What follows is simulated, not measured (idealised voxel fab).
Process module under the name voxel capacitor over wiring
Square cell edge 5 nm, section width 265 nm, ID cut.
Cross-section, as written here: a square-cell grid given band by band from the top down, where a band holds one or more rows of cells.
The band entry comprises the height of the band's top followed by the height of its bottom, expressed in nm, and subsequently the band's materials from left to right, each stated together with its width in nm. Where a single material is marked with the word "all across", that material fills the band from edge to edge. The word "empty" represents empty space.
Height datum 0, below which the as-received substrate wafer is one material. Lowest band open at the bottom, running downward: "0 -> down".
When a width is written as two numbers, as in "30->40", the first number is the width in the top row of cells of the band and the second is the width in its bottom row, and the width changes by the same amount from each row to the next.
"changes: none" means the step left every cell of the cross-section as it was.
"Enclosed cavities" means: voids of 8 cells or more that are shut off from the top with no open way through. Written width x height at distance, distance from the left edge, in nm.
Whatever follows a step's settings on its line is a remark the simulator itself makes about that step.
"overlay nm" denotes, for a step that has a mask, the displacement of the mask to the right of its planned place, with negative values corresponding to the left.

Listed below are the process steps as planned
1 op RECEIVE | material Si
2 op CONFORMAL_DEP | material SiO2 | thk nm 15
3 op CONFORMAL_DEP | material SiN | thk nm 5
4 op DIRECTIONAL_DEP | material lowk | thk nm 25
5 op PATTERN | tone open | mask id METAL_1 | material resist | width nm 30 | pitch nm 85 | thk nm 15 | overlay nm 0
6 op DIRECTIONAL_ETCH | etch materials lowk | depth nm 25
7 op DIRECTIONAL_ETCH | etch materials SiN | depth nm 5
8 op STRIP | etch materials resist
9 op CONFORMAL_DEP | material TiN | thk nm 5
10 op FILL_DEP | material W | thk nm 10
11 op CMP | height nm 45
12 op EPI | material Ru | thk nm 5
13 op FILL_DEP | material SiCN | thk nm 5
14 op DIRECTIONAL_DEP | material lowk | thk nm 20
15 op MASKED_ETCH | tone open | mask id PLUG_1 | width nm 15 | etch materials lowk | depth nm 20 | overlay nm 0
16 op MASKED_ETCH | tone open | mask id PLUG_1 | width nm 15 | etch materials SiCN | depth nm 5 | overlay nm 0
17 op CONFORMAL_DEP | material TiN | thk nm 5
18 op FILL_DEP | material Cu | thk nm 5
19 op CMP | height nm 75
20 op DIRECTIONAL_DEP | material TiN | thk nm 10
21 op DIRECTIONAL_DEP | material HfO2 | thk nm 5
22 op DIRECTIONAL_DEP | material TiN | thk nm 5
23 op DIRECTIONAL_DEP | material aC | thk nm 15
24 op PATTERN | tone cover | mask id UPPER_PLATE | material resist | width nm 60 | thk nm 35 | overlay nm 0
25 op DIRECTIONAL_ETCH | etch materials aC | depth nm 15
26 op STRIP | etch materials resist
27 op DIRECTIONAL_ETCH | etch materials TiN | depth nm 5
28 op DIRECTIONAL_ETCH | etch materials HfO2 | depth nm 5
29 op STRIP | etch materials aC
30 op MASKED_ETCH | tone cover | mask id LOWER_PLATE | width nm 70 | etch materials TiN | depth nm 10 | overlay nm 0
31 op FILL_DEP | material SiO2 | thk nm 15
32 op CMP | height nm 105
33 op PATTERN | tone open | mask id PLUG_2 | material resist | width nm 15 | thk nm 15 | overlay nm 0
34 op DIRECTIONAL_ETCH | etch materials SiO2 | depth nm 10
35 op STRIP | etch materials resist
36 op CONFORMAL_DEP | material TiN | thk nm 5
37 op FILL_DEP | material Ru | thk nm 5
38 op CMP | height nm 105
39 op CONFORMAL_DEP | material SiCN | thk nm 5

This is the cross-section of the wafer as we received it, i.e. after step 1
* 0 -> down  Si all across
* Enclosed cavities: none

Cross-section taken at module completion on the first of two wafers; processed per the plan
* 110 -> 105  SiCN all across
* 105 -> 100  100 of SiO2  5 of TiN  5 of Ru  5 of TiN  150 of SiO2
* 100 -> 90  100->90 of SiO2  15->60 of TiN  150->115 of SiO2
* 90 -> 85  90 of SiO2  60 of HfO2  115 of SiO2
* 85 -> 75  85 of SiO2  70 of TiN  110 of SiO2
* 75 -> 55  90 of lowk  5 of TiN  5 of Cu  5 of TiN  160 of lowk
* 55 -> 50  90 of SiCN  15 of TiN  160 of SiCN
* 50 -> 45  70 of SiCN  40 of Ru  45 of SiCN  40 of Ru  70 of SiCN
* 45 -> 20  75 of lowk  5 of TiN  20 of W  5 of TiN  55 of lowk  5 of TiN  20 of W  5 of TiN  75 of lowk
* 20 -> 15  75 of SiN  30 of TiN  55 of SiN  30 of TiN  75 of SiN
* 15 -> 0  SiO2 all across
* 0 -> down  Si all across
* Enclosed cavities: none

End of module, second wafer, cross-section. Started like the first, planned like the first, run with one mistake
* 110 -> 105  SiCN all across
* 105 -> 100  100 of SiO2  5 of TiN  5 of Ru  5 of TiN  150 of SiO2
* 100 -> 95  100 of SiO2  15 of TiN  150 of SiO2
* 95 -> 90  SiO2 all across
* 90 -> 85  90 of SiO2  60 of HfO2  115 of SiO2
* 85 -> 75  85 of TiN  5 of SiO2  60 of TiN  5 of SiO2  110 of TiN
* 75 -> 55  90 of lowk  5 of TiN  5 of Cu  5 of TiN  160 of lowk
* 55 -> 50  90 of SiCN  15 of TiN  160 of SiCN
* 50 -> 45  70 of SiCN  40 of Ru  45 of SiCN  40 of Ru  70 of SiCN
* 45 -> 20  75 of lowk  5 of TiN  20 of W  5 of TiN  55 of lowk  5 of TiN  20 of W  5 of TiN  75 of lowk
* 20 -> 15  75 of SiN  30 of TiN  55 of SiN  30 of TiN  75 of SiN
* 15 -> 0  SiO2 all across
* 0 -> down  Si all across
* Enclosed cavities: none
What broke from the plan during processing? step 30 ran differently from the plan; actual operation with settings: op MASKED_ETCH | tone open | mask id LOWER_PLATE | width nm 70 | etch materials TiN | depth nm 10 | overlay nm 0
Final wafer comparison in cells, second versus first, more or fewer per material: -62 SiO2 | +62 TiN
